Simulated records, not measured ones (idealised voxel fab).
A process module follows: voxel ribs on slabs.
Displayed cross-section: cut, width of 170 nm, square cells sized 5 nm.
When this document writes out a cross-section, it uses a grid of square cells and lists it as bands, beginning at the top and moving down, with a band standing for one or more rows of cells.
Each band's line starts with the height of the band's top and of its bottom, in nm. Then come its materials from left to right, each with its width in nm. One material with "throughout" fills the band from edge to edge. "air" is empty space.
Ref level 0: as-received wafer is one material below here. Bottom band extends down with no lower bound ("0 -> down").
A two-number width, for instance "30..40", indicates that the width is equal to the first number in the top row of the band and to the second number in the bottom row, and that it changes by a constant amount per row of cells.
When a step is marked "nothing altered", none of the cells in the cross-section changed during that step.
"Enclosed void catalog" - sealed voids, min. 8 cells, no opening to top; format: width x height at distance (distance from left edge; nm throughout).
Formally, on a step line, whatever follows the settings is a remark that the simulator itself makes on the step.
The line of a step may include "overlay nm". On a step with a mask, this value is how far to the right of its planned place the mask lay. A negative value means the mask lay to the left.
### This section lists the process steps that were planned
step 1: RECEIVE, material Si
step 2: DIRECTIONAL_DEP, material SiO2, thk nm 30
step 3: DIRECTIONAL_DEP, material polySi, thk nm 25
step 4: DIRECTIONAL_DEP, material aC, thk nm 10
step 5: PATTERN, tone cover, mask id RIB, material resist, width nm 25, thk nm 30, overlay nm 0
step 6: DIRECTIONAL_ETCH, etch materials aC, depth nm 10
step 7: STRIP, etch materials resist
step 8: DIRECTIONAL_ETCH, etch materials polySi, depth nm 10
step 9: STRIP, etch materials aC
step 10: MASKED_ETCH, tone cover, mask id SLAB, width nm 55, etch materials polySi, depth nm 15, overlay nm 0
step 11: FILL_DEP, material SiO2, thk nm 25
step 12: CMP, height nm 75
step 13: DIRECTIONAL_DEP, material W, thk nm 10
step 14: DIRECTIONAL_DEP, material aC, thk nm 15
step 15: PATTERN, tone cover, mask id HEATER, material resist, width nm 35, thk nm 30, overlay nm 0
step 16: DIRECTIONAL_ETCH, etch materials aC, depth nm 15
step 17: STRIP, etch materials resist
step 18: DIRECTIONAL_ETCH, etch materials W, depth nm 10
step 19: STRIP, etch materials aC
step 20: CONFORMAL_DEP, material SiO2, thk nm 5
### Received-state cross-section, reflecting completion of step 1
* 0 -> down | Si throughout
* Enclosed void catalog: none
### Starting structure and process plan are as shown above, but one mistake was made in running the module; the wafer cross-section at the end of the module follows
* 90 -> 85 | 60 of air, 45 of SiO2, 65 of air
* 85 -> 80 | 60 of air, 5 of SiO2, 35 of W, 5 of SiO2, 65 of air
* 80 -> 75 | 65 of SiO2, 35 of W, 70 of SiO2
* 75 -> 55 | SiO2 throughout
* 55 -> 45 | 70 of SiO2, 25 of polySi, 75 of SiO2
* 45 -> 30 | 60 of SiO2, 45 of polySi, 65 of SiO2
* 30 -> 0 | SiO2 throughout
* 0 -> down | Si throughout
* Enclosed void catalog: none
What went wrong in running the wafer? rather than as planned, step 10 actually ran as MASKED_ETCH, tone cover, mask id SLAB, width nm 45, etch materials polySi, depth nm 15, overlay nm 0
